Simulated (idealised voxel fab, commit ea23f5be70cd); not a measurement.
This section sets out a process module, namely voxel released beams.
We display cut, a cross-section 255 nm in width whose square cells are each 5 nm.
Each cross-section below is a grid of square cells, stated as bands in top-down order, with one or more rows of cells making up each band. Heights first: top, then bottom, in nm. Then materials, left to right, each with a width in nm. "throughout" on a single material: fills the band edge to edge. "air": empty space. Height datum 0, below which the as-received substrate wafer is one material. Lowest band open at the bottom, running downward: "top 0, no bottom". The two numbers in a width such as "30..40" mark its ends across the band: the first belongs to the top row of cells, the second to the bottom row, and from each row to the next the width moves by the same amount. "no change occurred" (step): cross-section cells unchanged, all of them. Empty spaces counting at least 8 cells and having no open way to the top are listed in "Trapped cavities". The notation width x height at distance is used for each, the distance being from the left edge and all three values in nm. Read whatever lies past the settings on a step's line as the simulator's own remark about the step. The optional step-line setting "overlay nm" applies to steps with a mask and quantifies how far to the right of its planned location the mask lay, a negative value indicating leftward placement.

SO HERE'S THE LINEUP OF PROCESS STEPS WE PLANNED
- 1: RECEIVE: material Si
- 2: CONFORMAL_DEP: material Al2O3, thk nm 10
- 3: DIRECTIONAL_DEP: material SiO2, thk nm 15
- 4: DIRECTIONAL_DEP: material aC, thk nm 15
- 5: PATTERN: tone open, mask id ANCHOR, material resist, width nm 45, thk nm 30, overlay nm 0
- 6: DIRECTIONAL_ETCH: etch materials aC, depth nm 15
- 7: STRIP: etch materials resist
- 8: DIRECTIONAL_ETCH: etch materials SiO2, depth nm 15
- 9: STRIP: etch materials aC
- 10: CONFORMAL_DEP: material polySi, thk nm 15
- 11: PATTERN: tone cover, mask id BEAM, material resist, width nm 110, thk nm 20, overlay nm 0
- 12: DIRECTIONAL_ETCH: etch materials polySi, depth nm 15
- 13: STRIP: etch materials resist
- 14: STRIP: etch materials SiO2

WHAT FOLLOWS COVERS THE FIRST OF TWO WAFERS; IT RAN AS PLANNED

WAFER AS RECEIVED: CROSS-SECTION FOLLOWING STEP 1
    top 0, no bottom: Si throughout
    Trapped cavities: none

WAFER XSEC, POST STEP 2
    top 10, bottom 0: Al2O3 throughout
    Lower than 0, everything is as it was.

WAFER XSEC, POST STEP 3
    top 25, bottom 10: SiO2 throughout
    Lower than 10, everything is as it was.

WAFER XSEC, POST STEP 4
    top 40, bottom 25: aC throughout
    Lower than 25, everything is as it was.

WAFER XSEC, POST STEP 5
    top 70, bottom 40: resist (75) | air (45) | resist (135)
    Lower than 40, everything is as it was.

WAFER XSEC, POST STEP 6
    top 55, bottom 40: resist (75) | air (45) | resist (135)
    top 40, bottom 25: aC (75) | air (45) | aC (135)
    Lower than 25, everything is as it was.

WAFER XSEC, POST STEP 7
    top 40, bottom 25: aC (75) | air (45) | aC (135)
    Lower than 25, everything is as it was.

WAFER XSEC, POST STEP 8
    top 40, bottom 25: aC (75) | air (45) | aC (135)
    top 25, bottom 10: SiO2 (75) | air (45) | SiO2 (135)
    Lower than 10, everything is as it was.

WAFER XSEC, POST STEP 9
    top 25, bottom 10: SiO2 (75) | air (45) | SiO2 (135)
    Lower than 10, everything is as it was.

WAFER XSEC, POST STEP 10
    top 40, bottom 25: polySi (90) | air (15) | polySi (150)
    top 25, bottom 10: SiO2 (75) | polySi (45) | SiO2 (135)
    Lower than 10, everything is as it was.

WAFER XSEC, POST STEP 11
    top 60, bottom 40: air (70) | resist (110) | air (75)
    top 40, bottom 25: polySi (90) | resist (15) | polySi (150)
    Lower than 25, everything is as it was.

WAFER XSEC, POST STEP 12
    top 60, bottom 40: air (70) | resist (110) | air (75)
    top 40, bottom 25: air (70) | polySi (20) | resist (15) | polySi (75) | air (75)
    Lower than 25, everything is as it was.

WAFER XSEC, POST STEP 13
    top 40, bottom 25: air (70) | polySi (20) | air (15) | polySi (75) | air (75)
    Lower than 25, everything is as it was.

WAFER XSEC, POST STEP 14
    top 40, bottom 25: air (70) | polySi (20) | air (15) | polySi (75) | air (75)
    top 25, bottom 10: air (75) | polySi (45) | air (135)
    Lower than 10, everything is as it was.

HERE THE SECOND WAFER IS DESCRIBED. ITS START AND ITS PLAN WERE THOSE OF THE FIRST WAFER. ITS RUN CONTAINED ONE MISTAKE. UP TO AND INCLUDING STEP 1, IT DID EXACTLY WHAT THE FIRST WAFER DID

CROSS-SECTIONAL REPRESENTATION OF THE SECOND WAFER AT THE TIME DESIGNATED IN THE PLAN FOR THE COMPLETION OF STEP 2
    top 15, bottom 0: SiO2 throughout
    Lower than 0, everything is as it was.

CROSS-SECTIONAL REPRESENTATION OF THE SECOND WAFER AT THE TIME DESIGNATED IN THE PLAN FOR THE COMPLETION OF STEP 3
    top 25, bottom 15: Al2O3 throughout
    Lower than 15, everything is as it was.

CROSS-SECTIONAL REPRESENTATION OF THE SECOND WAFER AT THE TIME DESIGNATED IN THE PLAN FOR THE COMPLETION OF STEP 4
    top 40, bottom 25: aC throughout
    Lower than 25, everything is as it was.

CROSS-SECTIONAL REPRESENTATION OF THE SECOND WAFER AT THE TIME DESIGNATED IN THE PLAN FOR THE COMPLETION OF STEP 5
    top 70, bottom 40: resist (75) | air (45) | resist (135)
    Lower than 40, everything is as it was.

CROSS-SECTIONAL REPRESENTATION OF THE SECOND WAFER AT THE TIME DESIGNATED IN THE PLAN FOR THE COMPLETION OF STEP 6
    top 55, bottom 40: resist (75) | air (45) | resist (135)
    top 40, bottom 25: aC (75) | air (45) | aC (135)
    Lower than 25, everything is as it was.

CROSS-SECTIONAL REPRESENTATION OF THE SECOND WAFER AT THE TIME DESIGNATED IN THE PLAN FOR THE COMPLETION OF STEP 7
    top 40, bottom 25: aC (75) | air (45) | aC (135)
    Lower than 25, everything is as it was.

Cross-sectional representation of the second wafer at the time designated in the plan for the completion of step 8: no change occurred

CROSS-SECTIONAL REPRESENTATION OF THE SECOND WAFER AT THE TIME DESIGNATED IN THE PLAN FOR THE COMPLETION OF STEP 9
    top 25, bottom 15: Al2O3 throughout
    Lower than 15, everything is as it was.

CROSS-SECTIONAL REPRESENTATION OF THE SECOND WAFER AT THE TIME DESIGNATED IN THE PLAN FOR THE COMPLETION OF STEP 10
    top 40, bottom 25: polySi throughout
    Lower than 25, everything is as it was.

CROSS-SECTIONAL REPRESENTATION OF THE SECOND WAFER AT THE TIME DESIGNATED IN THE PLAN FOR THE COMPLETION OF STEP 11
    top 60, bottom 40: air (70) | resist (110) | air (75)
    Lower than 40, everything is as it was.

CROSS-SECTIONAL REPRESENTATION OF THE SECOND WAFER AT THE TIME DESIGNATED IN THE PLAN FOR THE COMPLETION OF STEP 12
    top 60, bottom 40: air (70) | resist (110) | air (75)
    top 40, bottom 25: air (70) | polySi (110) | air (75)
    Lower than 25, everything is as it was.

CROSS-SECTIONAL REPRESENTATION OF THE SECOND WAFER AT THE TIME DESIGNATED IN THE PLAN FOR THE COMPLETION OF STEP 13
    top 40, bottom 25: air (70) | polySi (110) | air (75)
    Lower than 25, everything is as it was.

Cross-sectional representation of the second wafer at the time designated in the plan for the completion of step 14: no change occurred
Finding, execution versus plan: transposition of steps 2 and 3 relative to the planned sequence
In the final state, the cell counts of the second wafer exceed or fall short of those of the first for the following materials: 153 more of SiO2; 18 fewer of polySi
